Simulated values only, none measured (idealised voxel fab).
process module | voxel self aligned contacts
The width of the displayed cross-section, cut, is 215 nm; its cells are square, with a size of 5 nm.
A cross-section in this document is a grid of square cells, and it is written down as bands, the top band listed before the ones below it; a band is made up of one or more rows of cells.
Look at the band entry: it leads with the top's height and the bottom's height in nm. Then it lists the materials left to right, with a width in nm for each. The word "throughout" on a single material says that material fills the band edge to edge. The word "air" is empty space.
Basically, 0 is our baseline, since under it the wafer straight out of the box is all one material. The bottom band has no lower end and keeps on going down, so it looks like "0 and below".
Top row gets the first number, bottom row gets the second, and each row in between changes by the same step: that is how a band width like "30->40" works.
Step marked "same as before"? Then no cell in the cross-section changed in it.
Any empty space of 8 cells or more lacking an open way to the top shows up in "Enclosed internal cavities" as width x height at distance, distance from the left edge, in nm.
Whatever follows a step's settings on its line is a remark the simulator itself makes about that step.
overlay nm: right-of-plan distance of the mask on a masked step; negative values mean left-of-plan.

### Steps planned for the process
1) op RECEIVE | material Si
2) op OXIDIZE | depth nm 5
3) op DIRECTIONAL_DEP | material polySi | thk nm 25
4) op DIRECTIONAL_DEP | material SiN | thk nm 25
5) op MASKED_ETCH | tone cover | mask id GATE | width nm 25 | pitch nm 65 | etch materials SiN | depth nm 25 | overlay nm 0
6) op MASKED_ETCH | tone cover | mask id GATE | width nm 25 | pitch nm 65 | etch materials polySi | depth nm 25 | overlay nm 0
7) op CONFORMAL_DEP | material SiN | thk nm 10
8) op DIRECTIONAL_ETCH | etch materials SiN | depth nm 10
9) op FILL_DEP | material SiO2 | thk nm 15
10) op CMP | height nm 55
11) op MASKED_ETCH | tone open | mask id CONTACT | width nm 50 | pitch nm 65 | etch materials SiO2 | depth nm 60 | overlay nm 0
12) op CONFORMAL_DEP | material TiN | thk nm 5
13) op FILL_DEP | material Ru | thk nm 10
14) op CMP | height nm 55
15) op CONFORMAL_DEP | material SiCN | thk nm 5

### Step 1 complete: cross-section of the wafer as received
- 0 and below = Si throughout
- Enclosed internal cavities: none

### Here's the cross-section of the first of our two wafers at the end of the module - it ran as planned
- 60 down to 55 = SiCN throughout
- 55 down to 50 = 50 SiO2; 20 TiN; 10 Ru; 20 TiN; 15 SiO2; 20 TiN; 10 Ru; 20 TiN; 50 SiO2
- 50 down to 25 = 20 SiO2; 45 SiN; 5 TiN; 10 Ru; 5 TiN; 45 SiN; 5 TiN; 10 Ru; 5 TiN; 45 SiN; 20 SiO2
- 25 down to 0 = 20 SiO2; 10 SiN; 25 polySi; 10 SiN; 5 TiN; 10 Ru; 5 TiN; 10 SiN; 25 polySi; 10 SiN; 5 TiN; 10 Ru; 5 TiN; 10 SiN; 25 polySi; 10 SiN; 20 SiO2
- 0 down to -5 = 65 SiO2; 20 TiN; 45 SiO2; 20 TiN; 65 SiO2
- -5 and below = Si throughout
- Enclosed internal cavities: none

### Wafer two, sectioned after the module: the first wafer's start, the first wafer's plan, and one mistake in how it was run
- 60 down to 55 = SiCN throughout
- 55 down to 50 = 50 SiO2; 25 TiN; 5 Ru; 20 TiN; 15 SiO2; 25 TiN; 5 Ru; 20 TiN; 50 SiO2
- 50 down to 25 = 20 SiO2; 50 SiN; 5 TiN; 5 Ru; 5 TiN; 50 SiN; 5 TiN; 5 Ru; 5 TiN; 50 SiN; 15 SiO2
- 25 down to 0 = 20 SiO2; 10 SiN; 30 polySi; 10 SiN; 5 TiN; 5 Ru; 5 TiN; 10 SiN; 30 polySi; 10 SiN; 5 TiN; 5 Ru; 5 TiN; 10 SiN; 30 polySi; 10 SiN; 15 SiO2
- 0 down to -5 = 70 SiO2; 15 TiN; 50 SiO2; 15 TiN; 65 SiO2
- -5 and below = Si throughout
- Enclosed internal cavities: none
Processing error: not per plan at step 5, really ran op MASKED_ETCH | tone cover | mask id GATE | width nm 30 | pitch nm 65 | etch materials SiN | depth nm 25 | overlay nm 0
Final tally in cells, some materials are higher or lower on the second wafer than on the first: Ru -22 | SiN +15 | SiO2 -8 | polySi +15
